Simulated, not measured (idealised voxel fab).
process module | voxel local oxidation
cross-section cut | 150 nm wide | cells 5 nm
A cross-section is a grid of square cells, given in bands from the top down. A band is one or more rows of cells.
Each band's line starts with the height of the band's top and of its bottom, in nm. Then come its materials from left to right, each with its width in nm. One material with "throughout" fills the band from edge to edge. "air" is empty space.
Height 0 is the level under which the wafer as received is all one material. The lowest band goes on downwards, as in "0 down".
A width such as "30 to 40" changes by the same amount from each row of cells to the next, from the band's top row to its bottom row.
"no change" after a step means that no cell of the cross-section changed.
closed voids: empty space of 8 cells or more with no open way to the top, each as width x height at its distance from the left edge, in nm
after a step's settings: what the simulator itself notes on the step
overlay nm, on a step with a mask: how far to the right of its planned place the mask lay; to the left if negative
plan
1 op RECEIVE | material Si
2 op OXIDIZE | depth nm 5
3 op CONFORMAL_DEP | material SiN | thk nm 15
4 op DIRECTIONAL_DEP | material aC | thk nm 15
5 op PATTERN | tone cover | mask id ACTIVE | material resist | width nm 95 | thk nm 30 | overlay nm 0
6 op DIRECTIONAL_ETCH | etch materials aC | depth nm 15
7 op STRIP | etch materials resist
8 op DIRECTIONAL_ETCH | etch materials SiN | depth nm 15
9 op STRIP | etch materials aC
10 op SELECTIVE_ETCH | etch materials SiO2 | depth nm 5
11 op OXIDIZE | depth nm 15
12 op STRIP | etch materials SiN
as received, after step 1
  0 down: Si throughout
  closed voids: none
first wafer at the end, as planned
  0 to -5: air 30 | SiO2 85 | air 35
  -5 to -20: SiO2 45 | Si 55 | SiO2 50
  -20 down: Si throughout
  closed voids: none
second wafer at the end: like start, like plan, one mistake
  0 to -5: air 40 | SiO2 65 | air 45
  -5 to -20: SiO2 55 | Si 35 | SiO2 60
  -20 down: Si throughout
  closed voids: none
what went wrong: step 10 ran as: op SELECTIVE_ETCH | etch materials SiO2 | depth nm 15
at the end the second wafer has, in cells: 12 fewer of Si | 8 more of SiO2
